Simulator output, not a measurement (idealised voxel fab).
Process module in this document: voxel air gaps
FYI the section here is cut, 205 nm wide, cells are 5 nm squares.
Cross-section spec: square-cell grid; bands listed top down; each band is one or more rows.
In this notation a band is specified by the heights of its top and bottom, in that order and in nm, after which its materials appear from left to right, each paired with its width in nm. The word "edge to edge" attached to a single material means that material fills the band from edge to edge; the word "blank" stands for empty space.
Convention: height 0 is the level below which the wafer, as received, is all one material. The lowest band does not terminate at the bottom but continues downward, represented as "0 nm and below".
Graded width ("30->40"): value in top row of band = first number; value in bottom row = second number; row-to-row change constant.
Basically "nothing got changed" means that step didn't change any cell in the cross-section.
Empty spaces counting at least 8 cells and having no open way to the top are listed in "Closed internal cavities". The notation width x height at distance is used for each, the distance being from the left edge and all three values in nm.
Anything after a step's settings on that line? It's the simulator's own note about the step.
overlay nm: right-of-plan distance of the mask on a masked step; negative values mean left-of-plan.
LIST OF PLANNED PROCESS STEPS
1 RECEIVE,material Si
2 CONFORMAL_DEP,material SiO2,thk nm 10
3 CONFORMAL_DEP,material SiN,thk nm 5
4 DIRECTIONAL_DEP,material lowk,thk nm 35
5 PATTERN,tone open,mask id LINES,material resist,width nm 20,pitch nm 50,thk nm 20,overlay nm 0
6 DIRECTIONAL_ETCH,etch materials lowk,depth nm 35
7 STRIP,etch materials resist
8 CONFORMAL_DEP,material TiN,thk nm 5
9 FILL_DEP,material Cu,thk nm 10
10 CMP,height nm 40
11 EPI,material Ru,thk nm 10
12 SELECTIVE_ETCH,etch materials lowk,depth nm 45
13 CONFORMAL_DEP,material SiCN,thk nm 5
Same starting wafers, different height nm at step 10. Plan value belongs to the first wafer.
INCOMING STATE OF THE FIRST OF SEVERAL WAFERS IN CROSS-SECTION: AFTER STEP 1
    0 nm and below | Si edge to edge
    Closed internal cavities: none
WHERE EACH WAFER STANDS AT THE END OF THE MODULE, A ROW APIECE: CELLS OF EACH MATERIAL GAINED (+) OR LOST (-) SINCE IT WAS RECEIVED, THEN CLOSED VOIDS
height nm 40 | +24 Cu | +48 Ru | +107 SiCN | +41 SiN | +82 SiO2 | +36 TiN | Closed internal cavities: 20 x 15 at 65; 20 x 15 at 115
height nm 45 | +30 Cu | +48 Ru | +113 SiCN | +41 SiN | +82 SiO2 | +42 TiN | Closed internal cavities: 20 x 20 at 65; 20 x 20 at 115
height nm 50 | +36 Cu | +48 Ru | +119 SiCN | +41 SiN | +82 SiO2 | +48 TiN | Closed internal cavities: 20 x 25 at 65; 20 x 25 at 115
height nm 55 | +42 Cu | +82 Ru | +41 SiCN | +41 SiN | +82 SiO2 | +83 TiN | +203 lowk | Closed internal cavities: none
height nm 60 | +83 Cu | +82 Ru | +41 SiCN | +41 SiN | +82 SiO2 | +83 TiN | +203 lowk | Closed internal cavities: none
height nm 65 | +124 Cu | +82 Ru | +41 SiCN | +41 SiN | +82 SiO2 | +83 TiN | +203 lowk | Closed internal cavities: none
